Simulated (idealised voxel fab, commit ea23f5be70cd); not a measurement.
The name of this process module is voxel spacer lines.
Cross-section cut: width 150 nm, square cells of 5 nm.
In what follows, cross-sections appear as grids of square cells, described through bands that run from the top down, where every band is one or more rows of cells.
First you get the band's top height and its bottom height, in nm, and then the materials it's made of, left to right, with each width in nm. If you see a single material with "throughout", that one covers the band edge to edge. "air" is empty space.
Basically, 0 is our baseline, since under it the wafer straight out of the box is all one material. The bottom band has no lower end and keeps on going down, so it looks like "0 down".
Note: "30..40" means the width goes from the first number (top row of the band) to the second number (bottom row) in equal steps per row of cells.
Given "identical to before" for a step, no cell of the cross-section differs between before and after that step.
"Closed voids list" contains a list of empty spaces, each no smaller than 8 cells and without an open way to the top, written in the form width x height at distance with the distance from the left edge and all three in nm.
Past the settings on a step's line: simulator remark, on that step.
On any step carrying a mask, the "overlay nm" setting, if present on the step's line, tells how far right of its planned place the mask lay; negative values point to the left.
The following list gives the planned process steps:
1 op RECEIVE | material Si
2 op CONFORMAL_DEP | material Al2O3 | thk nm 5
3 op DIRECTIONAL_DEP | material W | thk nm 10
4 op DIRECTIONAL_DEP | material polySi | thk nm 20
5 op PATTERN | tone cover | mask id MANDREL | material resist | width nm 15 | pitch nm 50 | thk nm 25 | overlay nm 0
6 op DIRECTIONAL_ETCH | etch materials polySi | depth nm 20
7 op STRIP | etch materials resist
8 op CONFORMAL_DEP | material SiN | thk nm 10
9 op DIRECTIONAL_ETCH | etch materials SiN | depth nm 10
10 op STRIP | etch materials polySi
11 op DIRECTIONAL_ETCH | etch materials W | depth nm 10
12 op STRIP | etch materials SiN
13 op FILL_DEP | material SiO2 | thk nm 5
14 op CMP | height nm 15
Don't read the plan's width nm for step 5 as applying to every wafer: that's the first wafer's value, and the wafers differ in it, though they all start identical.
As received, i.e. after step 1: cross-section through the first of several wafers:
> 0 down = Si throughout
> Closed voids list: none
Per wafer (row), end of module: delta in cells per material since receipt, (+) for gained, (-) for lost; closed voids after that:
width nm 15 | +30 Al2O3 | +44 SiO2 | +16 W | Closed voids list: none
width nm 20 | +30 Al2O3 | +44 SiO2 | +16 W | Closed voids list: none
width nm 25 | +30 Al2O3 | +44 SiO2 | +16 W | Closed voids list: none
width nm 30 | +30 Al2O3 | +44 SiO2 | +16 W | Closed voids list: none
